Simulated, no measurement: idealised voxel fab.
process module | voxel self aligned contacts
cross-section cut | 150 nm wide | cells 5 nm
A cross-section is a grid of square cells, given in bands from the top down. A band is one or more rows of cells.
Each band's line starts with the height of the band's top and of its bottom, in nm. Then come its materials from left to right, each with its width in nm. One material with "throughout" fills the band from edge to edge. "air" is empty space.
Height 0 is the level under which the wafer as received is all one material. The lowest band goes on downwards, as in "0 down".
A width such as "30 to 40" changes by the same amount from each row of cells to the next, from the band's top row to its bottom row.
"no change" after a step means that no cell of the cross-section changed.
closed voids: empty space of 8 cells or more with no open way to the top, each as width x height at its distance from the left edge, in nm
after a step's settings: what the simulator itself notes on the step
overlay nm, on a step with a mask: how far to the right of its planned place the mask lay; to the left if negative
plan
1 op RECEIVE | material Si
2 op OXIDIZE | depth nm 5
3 op DIRECTIONAL_DEP | material polySi | thk nm 30
4 op DIRECTIONAL_DEP | material SiN | thk nm 20
5 op MASKED_ETCH | tone cover | mask id GATE | width nm 35 | pitch nm 70 | etch materials SiN | depth nm 20 | overlay nm 0
6 op MASKED_ETCH | tone cover | mask id GATE | width nm 35 | pitch nm 70 | etch materials polySi | depth nm 30 | overlay nm 0
7 op CONFORMAL_DEP | material SiN | thk nm 5
8 op DIRECTIONAL_ETCH | etch materials SiN | depth nm 5
9 op FILL_DEP | material SiO2 | thk nm 15
10 op CMP | height nm 60
11 op PATTERN | tone open | mask id CONTACT | material resist | width nm 45 | thk nm 20 | overlay nm 0
12 op DIRECTIONAL_ETCH | etch materials SiO2 | depth nm 65
13 op STRIP | etch materials resist
14 op CONFORMAL_DEP | material TiN | thk nm 5
15 op FILL_DEP | material Ru | thk nm 10
16 op CMP | height nm 60
17 op CONFORMAL_DEP | material SiN | thk nm 5
first wafer, as planned
as received, after step 1
  0 down: Si throughout
  closed voids: none
after step 2
  0 to -5: SiO2 throughout
  below -5: unchanged
after step 3
  30 to 0: polySi throughout
  below 0: unchanged
after step 4
  50 to 30: SiN throughout
  below 30: unchanged
after step 5
  50 to 30: air 20 | SiN 35 | air 35 | SiN 35 | air 25
  below 30: unchanged
after step 6
  50 to 30: air 20 | SiN 35 | air 35 | SiN 35 | air 25
  30 to 0: air 20 | polySi 35 | air 35 | polySi 35 | air 25
  below 0: unchanged
after step 7
  55 to 30: air 15 | SiN 45 | air 25 | SiN 45 | air 20
  30 to 5: air 15 | SiN 5 | polySi 35 | SiN 5 | air 25 | SiN 5 | polySi 35 | SiN 5 | air 20
  5 to 0: SiN 20 | polySi 35 | SiN 35 | polySi 35 | SiN 25
  below 0: unchanged
after step 8
  50 to 30: air 15 | SiN 45 | air 25 | SiN 45 | air 20
  30 to 0: air 15 | SiN 5 | polySi 35 | SiN 5 | air 25 | SiN 5 | polySi 35 | SiN 5 | air 20
  below 0: unchanged
after step 9
  65 to 50: SiO2 throughout
  50 to 30: SiO2 15 | SiN 45 | SiO2 25 | SiN 45 | SiO2 20
  30 to 0: SiO2 15 | SiN 5 | polySi 35 | SiN 5 | SiO2 25 | SiN 5 | polySi 35 | SiN 5 | SiO2 20
  below 0: unchanged
after step 10
  60 to 50: SiO2 throughout
  below 50: unchanged
after step 11
  80 to 60: resist 50 | air 45 | resist 55
  below 60: unchanged
after step 12
  80 to 60: resist 50 | air 45 | resist 55
  60 to 50: SiO2 50 | air 45 | SiO2 55
  50 to 30: SiO2 15 | SiN 45 | air 25 | SiN 45 | SiO2 20
  30 to 0: SiO2 15 | SiN 5 | polySi 35 | SiN 5 | air 25 | SiN 5 | polySi 35 | SiN 5 | SiO2 20
  0 to -5: SiO2 60 | air 25 | SiO2 65
  below -5: unchanged
after step 13
  60 to 50: SiO2 50 | air 45 | SiO2 55
  below 50: unchanged
after step 14
  65 to 60: TiN 55 | air 35 | TiN 60
  60 to 50: SiO2 50 | TiN 5 to 15 | air 35 to 15 | TiN 5 to 15 | SiO2 55
  50 to 30: SiO2 15 | SiN 45 | TiN 5 | air 15 | TiN 5 | SiN 45 | SiO2 20
  30 to 0: SiO2 15 | SiN 5 | polySi 35 | SiN 5 | TiN 5 | air 15 | TiN 5 | SiN 5 | polySi 35 | SiN 5 | SiO2 20
  0 to -5: SiO2 60 | TiN 25 | SiO2 65
  below -5: unchanged
after step 15
  75 to 65: Ru throughout
  65 to 60: TiN 55 | Ru 35 | TiN 60
  60 to 50: SiO2 50 | TiN 5 to 15 | Ru 35 to 15 | TiN 5 to 15 | SiO2 55
  50 to 30: SiO2 15 | SiN 45 | TiN 5 | Ru 15 | TiN 5 | SiN 45 | SiO2 20
  30 to 0: SiO2 15 | SiN 5 | polySi 35 | SiN 5 | TiN 5 | Ru 15 | TiN 5 | SiN 5 | polySi 35 | SiN 5 | SiO2 20
  below 0: unchanged
after step 16
  60 to 50: SiO2 50 | TiN 5 to 15 | Ru 35 to 15 | TiN 5 to 15 | SiO2 55
  below 50: unchanged
after step 17
  65 to 60: SiN throughout
  below 60: unchanged
second wafer: like start, like plan, one mistake. Through step 10 it matches the first wafer
when step 11 should have ended
  80 to 60: resist 45 | air 55 | resist 50
  below 60: unchanged
when step 12 should have ended
  80 to 60: resist 45 | air 55 | resist 50
  60 to 50: SiO2 45 | air 55 | SiO2 50
  50 to 30: SiO2 15 | SiN 45 | air 25 | SiN 45 | SiO2 20
  30 to 0: SiO2 15 | SiN 5 | polySi 35 | SiN 5 | air 25 | SiN 5 | polySi 35 | SiN 5 | SiO2 20
  0 to -5: SiO2 60 | air 25 | SiO2 65
  below -5: unchanged
when step 13 should have ended
  60 to 50: SiO2 45 | air 55 | SiO2 50
  below 50: unchanged
when step 14 should have ended
  65 to 60: TiN 50 | air 45 | TiN 55
  60 to 50: SiO2 45 | TiN 5 to 20 | air 45 to 15 | TiN 5 to 20 | SiO2 50
  50 to 30: SiO2 15 | SiN 45 | TiN 5 | air 15 | TiN 5 | SiN 45 | SiO2 20
  30 to 0: SiO2 15 | SiN 5 | polySi 35 | SiN 5 | TiN 5 | air 15 | TiN 5 | SiN 5 | polySi 35 | SiN 5 | SiO2 20
  0 to -5: SiO2 60 | TiN 25 | SiO2 65
  below -5: unchanged
when step 15 should have ended
  75 to 65: Ru throughout
  65 to 60: TiN 50 | Ru 45 | TiN 55
  60 to 50: SiO2 45 | TiN 5 to 20 | Ru 45 to 15 | TiN 5 to 20 | SiO2 50
  50 to 30: SiO2 15 | SiN 45 | TiN 5 | Ru 15 | TiN 5 | SiN 45 | SiO2 20
  30 to 0: SiO2 15 | SiN 5 | polySi 35 | SiN 5 | TiN 5 | Ru 15 | TiN 5 | SiN 5 | polySi 35 | SiN 5 | SiO2 20
  below 0: unchanged
when step 16 should have ended
  60 to 50: SiO2 45 | TiN 5 to 20 | Ru 45 to 15 | TiN 5 to 20 | SiO2 50
  below 50: unchanged
when step 17 should have ended
  65 to 60: SiN throughout
  below 60: unchanged
what went wrong: step 11 ran as: op PATTERN | tone open | mask id CONTACT | material resist | width nm 55 | thk nm 20 | overlay nm 0
at the end the second wafer has, in cells: 2 more of Ru | 4 fewer of SiO2 | 2 more of TiN
